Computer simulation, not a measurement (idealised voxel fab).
process module | voxel capacitor over wiring
cross-section cut | 255 nm wide | cells 5 nm
A cross-section is a grid of square cells, given in bands from the top down. A band is one or more rows of cells.
Each band's line starts with the height of the band's top and of its bottom, in nm. Then come its materials from left to right, each with its width in nm. One material with "throughout" fills the band from edge to edge. "air" is empty space.
Height 0 is the level under which the wafer as received is all one material. The lowest band goes on downwards, as in "0 down".
A width such as "30 to 40" changes by the same amount from each row of cells to the next, from the band's top row to its bottom row.
"no change" after a step means that no cell of the cross-section changed.
closed voids: empty space of 8 cells or more with no open way to the top, each as width x height at its distance from the left edge, in nm
after a step's settings: what the simulator itself notes on the step
overlay nm, on a step with a mask: how far to the right of its planned place the mask lay; to the left if negative
plan
1 op RECEIVE | material Si
2 op CONFORMAL_DEP | material SiO2 | thk nm 10
3 op CONFORMAL_DEP | material SiCN | thk nm 5
4 op DIRECTIONAL_DEP | material SiO2 | thk nm 20
5 op PATTERN | tone open | mask id METAL_1 | material resist | width nm 30 | pitch nm 95 | thk nm 20 | overlay nm 0
6 op DIRECTIONAL_ETCH | etch materials SiO2 | depth nm 20
7 op DIRECTIONAL_ETCH | etch materials SiCN | depth nm 5
8 op STRIP | etch materials resist
9 op CONFORMAL_DEP | material TiN | thk nm 5
10 op FILL_DEP | material Ru | thk nm 5
11 op CMP | height nm 35
12 op CONFORMAL_DEP | material SiCN | thk nm 5
13 op DIRECTIONAL_DEP | material SiO2 | thk nm 15
14 op PATTERN | tone open | mask id PLUG_1 | material resist | width nm 15 | thk nm 20 | overlay nm 0
15 op DIRECTIONAL_ETCH | etch materials SiO2 | depth nm 15
16 op DIRECTIONAL_ETCH | etch materials SiCN | depth nm 5
17 op STRIP | etch materials resist
18 op EPI | material Ru | thk nm 10
19 op EPI | material Ru | thk nm 10
20 op DIRECTIONAL_DEP | material TiN | thk nm 10
21 op DIRECTIONAL_DEP | material HfO2 | thk nm 5
22 op DIRECTIONAL_DEP | material TiN | thk nm 10
23 op MASKED_ETCH | tone cover | mask id UPPER_PLATE | width nm 70 | etch materials TiN | depth nm 10 | overlay nm 0
24 op MASKED_ETCH | tone cover | mask id UPPER_PLATE | width nm 70 | etch materials HfO2 | depth nm 5 | overlay nm 0
25 op DIRECTIONAL_DEP | material aC | thk nm 15
26 op PATTERN | tone cover | mask id LOWER_PLATE | material resist | width nm 80 | thk nm 35 | overlay nm 0
27 op DIRECTIONAL_ETCH | etch materials aC | depth nm 15
28 op STRIP | etch materials resist
29 op DIRECTIONAL_ETCH | etch materials TiN | depth nm 10
30 op STRIP | etch materials aC
31 op FILL_DEP | material SiO2 | thk nm 15
32 op CMP | height nm 90
33 op DIRECTIONAL_DEP | material aC | thk nm 15
34 op PATTERN | tone open | mask id PLUG_2 | material resist | width nm 15 | thk nm 30 | overlay nm 0
35 op DIRECTIONAL_ETCH | etch materials aC | depth nm 15
36 op STRIP | etch materials resist
37 op DIRECTIONAL_ETCH | etch materials SiO2 | depth nm 10
38 op STRIP | etch materials aC
39 op CONFORMAL_DEP | material TiN | thk nm 5
40 op FILL_DEP | material W | thk nm 10
41 op CMP | height nm 90
42 op CONFORMAL_DEP | material SiN | thk nm 5
as received, after step 1
  0 down: Si throughout
  closed voids: none
first wafer at the end, as planned
  95 to 90: SiN throughout
  90 to 85: SiO2 90 | TiN 5 | W 5 | TiN 5 | SiO2 150
  85 to 80: SiO2 90 | TiN 15 | SiO2 150
  80 to 70: SiO2 80 | TiN 70 | SiO2 105
  70 to 65: SiO2 80 | HfO2 70 | SiO2 105
  65 to 55: SiO2 75 | TiN 80 | SiO2 100
  55 to 40: SiO2 80 | Ru 15 | SiO2 160
  40 to 35: SiCN 80 | Ru 15 | SiCN 160
  35 to 15: SiO2 65 | TiN 5 | Ru 20 | TiN 5 | SiO2 65 | TiN 5 | Ru 20 | TiN 5 | SiO2 65
  15 to 10: SiCN 65 | TiN 30 | SiCN 65 | TiN 30 | SiCN 65
  10 to 0: SiO2 throughout
  0 down: Si throughout
  closed voids: none
second wafer at the end: like start, like plan, one mistake
  95 to 90: SiN throughout
  90 to 85: W 85 | TiN 5 | SiO2 15 | TiN 5 | W 145
  85 to 80: TiN 90 | SiO2 15 | TiN 150
  80 to 70: SiO2 80 | TiN 70 | SiO2 105
  70 to 65: SiO2 80 | HfO2 70 | SiO2 105
  65 to 55: SiO2 75 | TiN 80 | SiO2 100
  55 to 40: SiO2 80 | Ru 15 | SiO2 160
  40 to 35: SiCN 80 | Ru 15 | SiCN 160
  35 to 15: SiO2 65 | TiN 5 | Ru 20 | TiN 5 | SiO2 65 | TiN 5 | Ru 20 | TiN 5 | SiO2 65
  15 to 10: SiCN 65 | TiN 30 | SiCN 65 | TiN 30 | SiCN 65
  10 to 0: SiO2 throughout
  0 down: Si throughout
  closed voids: none
what went wrong: step 34 ran as: op PATTERN | tone cover | mask id PLUG_2 | material resist | width nm 15 | thk nm 30 | overlay nm 0
at the end the second wafer has, in cells: 90 fewer of SiO2 | 45 more of TiN | 45 more of W
